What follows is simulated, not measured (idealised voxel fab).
process module | voxel self aligned vias
cross-section cut | 230 nm wide | cells 5 nm
A cross-section is a grid of square cells, given in bands from the top down. A band is one or more rows of cells.
Each band's line starts with the height of the band's top and of its bottom, in nm. Then come its materials from left to right, each with its width in nm. One material with "throughout" fills the band from edge to edge. "air" is empty space.
Height 0 is the level under which the wafer as received is all one material. The lowest band goes on downwards, as in "0 down".
A width such as "30 to 40" changes by the same amount from each row of cells to the next, from the band's top row to its bottom row.
"no change" after a step means that no cell of the cross-section changed.
closed voids: empty space of 8 cells or more with no open way to the top, each as width x height at its distance from the left edge, in nm
after a step's settings: what the simulator itself notes on the step
overlay nm, on a step with a mask: how far to the right of its planned place the mask lay; to the left if negative
plan
1 op RECEIVE | material Si
2 op CONFORMAL_DEP | material SiO2 | thk nm 15
3 op CONFORMAL_DEP | material SiCN | thk nm 5
4 op DIRECTIONAL_DEP | material SiO2 | thk nm 30
5 op MASKED_ETCH | tone open | mask id LINES | width nm 30 | pitch nm 65 | etch materials SiO2 | depth nm 30 | overlay nm 0
6 op CONFORMAL_DEP | material TiN | thk nm 5
7 op FILL_DEP | material Ru | thk nm 5
8 op CMP | height nm 50
9 op SELECTIVE_ETCH | etch materials W Ru TiN | depth nm 10
10 op FILL_DEP | material SiN | thk nm 5
11 op CMP | height nm 50
12 op DIRECTIONAL_DEP | material SiO2 | thk nm 20
13 op MASKED_ETCH | tone open | mask id VIAS | width nm 30 | pitch nm 130 | etch materials SiO2 | depth nm 20 | overlay nm 0
14 op MASKED_ETCH | tone open | mask id VIAS | width nm 40 | pitch nm 130 | etch materials SiN | depth nm 10 | overlay nm 0
15 op CONFORMAL_DEP | material TiN | thk nm 5
16 op FILL_DEP | material Ru | thk nm 5
17 op CMP | height nm 70
18 op CONFORMAL_DEP | material SiN | thk nm 5
varied across the wafers: width nm of step 13. The plan shows the first wafer's value. All wafers start alike
first wafer as received, after step 1
  0 down: Si throughout
  closed voids: none
each wafer at the end: cells of each material gained (+) or lost (-) since it was received, then its closed voids
width nm 30 | +76 Ru | +46 SiCN | +58 SiN | +442 SiO2 | +68 TiN | closed voids: none
width nm 35 | +82 Ru | +46 SiCN | +58 SiN | +434 SiO2 | +70 TiN | closed voids: none
width nm 40 | +88 Ru | +46 SiCN | +58 SiN | +426 SiO2 | +72 TiN | closed voids: none
width nm 45 | +94 Ru | +46 SiCN | +58 SiN | +418 SiO2 | +74 TiN | closed voids: none
width nm 50 | +100 Ru | +46 SiCN | +58 SiN | +410 SiO2 | +76 TiN | closed voids: none
width nm 55 | +106 Ru | +46 SiCN | +58 SiN | +402 SiO2 | +78 TiN | closed voids: none
